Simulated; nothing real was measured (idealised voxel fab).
Process module, titled voxel air gaps
cross-section cut | 225 nm wide | cells 5 nm
Each cross-section below is a grid of square cells, stated as bands in top-down order, with one or more rows of cells making up each band. What a band's entry tells you: where the top is and where the bottom is, as heights in nm, and after that what lies inside, material by material from left to right, each with its width in nm. Empty space is written as the word "empty", and a single material marked with the word "throughout" occupies the band from edge to edge. Heights are reckoned from 0. Under this level, the received wafer is all of one material. The bottommost band is open-ended downward, for example "0 -> down". A width given as "30 to 40" starts at the first number in the band's top row and ends at the second number in its bottom row, shifting by an equal amount at every step from row to row. Take "same as before" at face value: in the step it is given for, the cross-section changed in none of its cells. Entry "Enclosed void inventory". Content: empty spaces with no open connection to the top, size 8 cells or greater. Each: width x height at distance. Distance: from left edge. Unit: nm. On each step's line, the part that comes after the settings is the simulator's own comment on the step. The setting "overlay nm" may be written on the line of a step. When the step uses a mask, the value reports how far to the right of the planned place the mask lay, and a negative value reports that it lay to the left.
# The steps planned for the process are as follows
1. RECEIVE, material Si
2. CONFORMAL_DEP, material SiO2, thk nm 10
3. CONFORMAL_DEP, material SiCN, thk nm 5
4. DIRECTIONAL_DEP, material SiO2, thk nm 40
5. PATTERN, tone open, mask id LINES, material resist, width nm 20, pitch nm 45, thk nm 15, overlay nm 0
6. DIRECTIONAL_ETCH, etch materials SiO2, depth nm 40
7. STRIP, etch materials resist
8. CONFORMAL_DEP, material TiN, thk nm 5
9. FILL_DEP, material W, thk nm 10
10. CMP, height nm 55
11. EPI, material Ru, thk nm 10
12. SELECTIVE_ETCH, etch materials SiO2, depth nm 50
13. CONFORMAL_DEP, material SiCN, thk nm 5
# Cross-section of the wafer at receipt, which is the condition after step 1
> 0 -> down  Si throughout
> Enclosed void inventory: none
# The module was run from the start shown above using the plan shown above, but one mistake was made doing it; the resulting wafer cross-section is below
> 80 -> 75  empty=30  SiCN=160  empty=35
> 75 -> 55  empty=30  SiCN=5  Ru=150  SiCN=5  empty=35
> 55 -> 50  empty=30  SiCN=25  TiN=5  W=10  TiN=5  SiO2=25  TiN=5  W=10  TiN=5  SiO2=25  TiN=5  W=10  TiN=5  SiCN=25  empty=35
> 50 -> 20  empty=50  SiCN=5  TiN=5  W=10  TiN=5  SiO2=25  TiN=5  W=10  TiN=5  SiO2=25  TiN=5  W=10  TiN=5  SiCN=5  empty=55
> 20 -> 15  SiCN=55  TiN=20  SiO2=25  TiN=20  SiO2=25  TiN=20  SiCN=60
> 15 -> 10  SiCN throughout
> 10 -> 0  SiO2 throughout
> 0 -> down  Si throughout
> Enclosed void inventory: none
Here's what went sideways: plan step 11 was twice executed
